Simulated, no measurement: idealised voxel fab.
process module | voxel wiring stack
Square cells of 5 nm make up the cross-section cut, whose width is 210 nm.
Cross-section layout: square cells on a grid; listed as bands, top to bottom; a band spans one or more cell rows.
Heights first: top, then bottom, in nm. Then materials, left to right, each with a width in nm. "throughout" on a single material: fills the band edge to edge. "empty": empty space.
Basically, 0 is our baseline, since under it the wafer straight out of the box is all one material. The bottom band has no lower end and keeps on going down, so it looks like "from 0 down".
You'd read "30..40" like this: the band's top row of cells is as wide as the first number, its bottom row is as wide as the second, and going down, every row changes width by the same amount as the row before did.
"left unchanged" means the step left every cell of the cross-section as it was.
Under "Voids lacking openings" you'll find the enclosed gaps, the ones with no way out to the top, that are 8 cells or bigger; each reads width x height at distance, with distance counted from the left edge, everything in nm.
Heads up: the bit after the settings on a step's line is the simulator's remark on that step.
Steps that use a mask can have "overlay nm" on their line. It says how far the mask sat to the right of where it was meant to be. Negative means to the left.

[Listed below are the process steps as planned]
step 1: RECEIVE, material Si
step 2: CONFORMAL_DEP, material SiO2, thk nm 15
step 3: DIRECTIONAL_DEP, material TiN, thk nm 5
step 4: DIRECTIONAL_DEP, material W, thk nm 20
step 5: DIRECTIONAL_DEP, material aC, thk nm 10
step 6: PATTERN, tone cover, mask id METAL_1, material resist, width nm 20, pitch nm 40, thk nm 25, overlay nm 0
step 7: DIRECTIONAL_ETCH, etch materials aC, depth nm 10
step 8: STRIP, etch materials resist
step 9: DIRECTIONAL_ETCH, etch materials W, depth nm 20
step 10: DIRECTIONAL_ETCH, etch materials TiN, depth nm 5
step 11: STRIP, etch materials aC
step 12: CONFORMAL_DEP, material SiN, thk nm 5
step 13: FILL_DEP, material lowk, thk nm 10
step 14: CMP, height nm 40
step 15: CONFORMAL_DEP, material SiCN, thk nm 5
step 16: DIRECTIONAL_DEP, material lowk, thk nm 25
step 17: PATTERN, tone open, mask id METAL_2, material resist, width nm 20, pitch nm 40, thk nm 15, overlay nm 0
step 18: DIRECTIONAL_ETCH, etch materials lowk, depth nm 15
step 19: STRIP, etch materials resist
step 20: DIRECTIONAL_DEP, material aC, thk nm 15
step 21: PATTERN, tone open, mask id METAL_2_HOLES, material resist, width nm 15, pitch nm 80, thk nm 30, overlay nm 0
step 22: DIRECTIONAL_ETCH, etch materials aC, depth nm 15
step 23: STRIP, etch materials resist
step 24: DIRECTIONAL_ETCH, etch materials lowk, depth nm 10
step 25: DIRECTIONAL_ETCH, etch materials SiCN, depth nm 5
step 26: STRIP, etch materials aC
step 27: CONFORMAL_DEP, material TiN, thk nm 5
step 28: FILL_DEP, material Cu, thk nm 10
step 29: CMP, height nm 70
step 30: CONFORMAL_DEP, material SiCN, thk nm 5
step 31: DIRECTIONAL_DEP, material lowk, thk nm 10
step 32: MASKED_ETCH, tone open, mask id PLUG_2, width nm 15, pitch nm 80, etch materials lowk, depth nm 10, overlay nm 0
step 33: MASKED_ETCH, tone open, mask id PLUG_2, width nm 15, pitch nm 80, etch materials SiCN, depth nm 5, overlay nm 0
step 34: CONFORMAL_DEP, material TiN, thk nm 5
step 35: FILL_DEP, material Cu, thk nm 10
step 36: CMP, height nm 85
step 37: CONFORMAL_DEP, material SiN, thk nm 5
step 38: DIRECTIONAL_DEP, material SiO2, thk nm 20
step 39: MASKED_ETCH, tone open, mask id METAL_3, width nm 20, pitch nm 40, etch materials SiO2, depth nm 20, overlay nm 0
step 40: MASKED_ETCH, tone open, mask id METAL_3, width nm 20, pitch nm 40, etch materials SiN, depth nm 5, overlay nm 0
step 41: CONFORMAL_DEP, material TiN, thk nm 5
step 42: FILL_DEP, material Cu, thk nm 10
step 43: CMP, height nm 110
step 44: CONFORMAL_DEP, material SiCN, thk nm 5
step 45: DIRECTIONAL_DEP, material lowk, thk nm 35
step 46: PATTERN, tone open, mask id METAL_4_HOLES, material resist, width nm 15, pitch nm 40, thk nm 20, overlay nm 0
step 47: DIRECTIONAL_ETCH, etch materials lowk, depth nm 35
step 48: STRIP, etch materials resist
step 49: DIRECTIONAL_DEP, material aC, thk nm 10
step 50: PATTERN, tone open, mask id METAL_4, material resist, width nm 20, pitch nm 40, thk nm 25, overlay nm 0
step 51: DIRECTIONAL_ETCH, etch materials aC, depth nm 10
step 52: STRIP, etch materials resist
step 53: DIRECTIONAL_ETCH, etch materials lowk, depth nm 20
step 54: DIRECTIONAL_ETCH, etch materials SiCN, depth nm 5
step 55: STRIP, etch materials aC
step 56: CONFORMAL_DEP, material TiN, thk nm 5
step 57: FILL_DEP, material Ru, thk nm 10
step 58: CMP, height nm 150
step 59: CONFORMAL_DEP, material SiN, thk nm 5

[Wafer at receipt (post step 1), cross-section]
  from 0 down = Si throughout
  Voids lacking openings: none

[Cross-sectional image of the first of two wafers at the end of the module, the run having proceeded as planned]
  from 155 to 150 = SiN throughout
  from 150 to 135 = lowk=55, then TiN=5, then Ru=10, then TiN=5, then lowk=20, then TiN=5, then Ru=10, then TiN=5, then lowk=20, then TiN=5, then Ru=10, then TiN=5, then lowk=55
  from 135 to 130 = lowk=55, then TiN=5, then Ru=5, then TiN=10, then lowk=20, then TiN=5, then Ru=5, then TiN=10, then lowk=20, then TiN=5, then Ru=5, then TiN=10, then lowk=55
  from 130 to 115 = lowk=55, then TiN=5, then Ru=5, then TiN=5, then lowk=25, then TiN=5, then Ru=5, then TiN=5, then lowk=25, then TiN=5, then Ru=5, then TiN=5, then lowk=60
  from 115 to 110 = SiCN=55, then TiN=15, then SiCN=25, then TiN=15, then SiCN=25, then TiN=15, then SiCN=60
  from 110 to 90 = SiO2=55, then TiN=5, then Cu=10, then TiN=5, then SiO2=20, then TiN=5, then Cu=10, then TiN=5, then SiO2=20, then TiN=5, then Cu=10, then TiN=5, then SiO2=55
  from 90 to 85 = SiN=55, then TiN=20, then SiN=20, then TiN=20, then SiN=20, then TiN=20, then SiN=55
  from 85 to 75 = lowk=55, then TiN=5, then Cu=5, then TiN=5, then lowk=65, then TiN=5, then Cu=5, then TiN=5, then lowk=60
  from 75 to 70 = SiCN=55, then TiN=15, then SiCN=65, then TiN=15, then SiCN=60
  from 70 to 60 = lowk=55, then TiN=5, then Cu=10, then TiN=5, then lowk=20, then TiN=5, then Cu=10, then TiN=5, then lowk=20, then TiN=5, then Cu=10, then TiN=5, then lowk=55
  from 60 to 55 = lowk=55, then TiN=5, then Cu=5, then TiN=10, then lowk=20, then TiN=20, then lowk=20, then TiN=5, then Cu=5, then TiN=10, then lowk=55
  from 55 to 45 = lowk=55, then TiN=5, then Cu=5, then TiN=5, then lowk=65, then TiN=5, then Cu=5, then TiN=5, then lowk=60
  from 45 to 40 = SiCN=55, then TiN=15, then SiCN=65, then TiN=15, then SiCN=60
  from 40 to 20 = lowk=50, then SiN=5, then W=20, then SiN=5, then lowk=10, then SiN=5, then W=20, then SiN=5, then lowk=10, then SiN=5, then W=20, then SiN=5, then lowk=50
  from 20 to 15 = SiN=55, then TiN=20, then SiN=20, then TiN=20, then SiN=20, then TiN=20, then SiN=55
  from 15 to 0 = SiO2 throughout
  from 0 down = Si throughout
  Voids lacking openings: none

[Second wafer through the module, sectioned at the end: same beginning and same plan as the first wafer, with one mistake in carrying it out]
  from 155 to 150 = SiN throughout
  from 150 to 135 = lowk=55, then TiN=5, then Ru=10, then TiN=5, then lowk=20, then TiN=5, then Ru=10, then TiN=5, then lowk=20, then TiN=5, then Ru=10, then TiN=5, then lowk=55
  from 135 to 130 = lowk=55, then TiN=5, then Ru=5, then TiN=10, then lowk=20, then TiN=5, then Ru=5, then TiN=10, then lowk=20, then TiN=5, then Ru=5, then TiN=10, then lowk=55
  from 130 to 115 = lowk=55, then TiN=5, then Ru=5, then TiN=5, then lowk=25, then TiN=5, then Ru=5, then TiN=5, then lowk=25, then TiN=5, then Ru=5, then TiN=5, then lowk=60
  from 115 to 110 = SiCN=55, then TiN=15, then SiCN=25, then TiN=15, then SiCN=25, then TiN=15, then SiCN=60
  from 110 to 95 = SiO2=55, then TiN=5, then Cu=10, then TiN=5, then SiO2=20, then TiN=5, then Cu=10, then TiN=5, then SiO2=20, then TiN=5, then Cu=10, then TiN=5, then SiO2=55
  from 95 to 90 = SiO2=55, then TiN=20, then SiO2=20, then TiN=20, then SiO2=20, then TiN=20, then SiO2=55
  from 90 to 85 = W throughout
  from 85 to 75 = lowk=55, then TiN=5, then Cu=5, then TiN=5, then lowk=65, then TiN=5, then Cu=5, then TiN=5, then lowk=60
  from 75 to 70 = SiCN=55, then TiN=15, then SiCN=65, then TiN=15, then SiCN=60
  from 70 to 60 = lowk=55, then TiN=5, then Cu=10, then TiN=5, then lowk=20, then TiN=5, then Cu=10, then TiN=5, then lowk=20, then TiN=5, then Cu=10, then TiN=5, then lowk=55
  from 60 to 55 = lowk=55, then TiN=5, then Cu=5, then TiN=10, then lowk=20, then TiN=20, then lowk=20, then TiN=5, then Cu=5, then TiN=10, then lowk=55
  from 55 to 45 = lowk=55, then TiN=5, then Cu=5, then TiN=5, then lowk=65, then TiN=5, then Cu=5, then TiN=5, then lowk=60
  from 45 to 40 = SiCN=55, then TiN=15, then SiCN=65, then TiN=15, then SiCN=60
  from 40 to 20 = lowk=50, then SiN=5, then W=20, then SiN=5, then lowk=10, then SiN=5, then W=20, then SiN=5, then lowk=10, then SiN=5, then W=20, then SiN=5, then lowk=50
  from 20 to 15 = SiN=55, then TiN=20, then SiN=20, then TiN=20, then SiN=20, then TiN=20, then SiN=55
  from 15 to 0 = SiO2 throughout
  from 0 down = Si throughout
  Voids lacking openings: none
Processing error: for step 37, the planned setting was not used; the step was instead run as CONFORMAL_DEP, material W, thk nm 5
FYI, end of process, the second wafer has more or fewer cells of some materials than the first: Cu -6; SiN -30; TiN -6; W +42
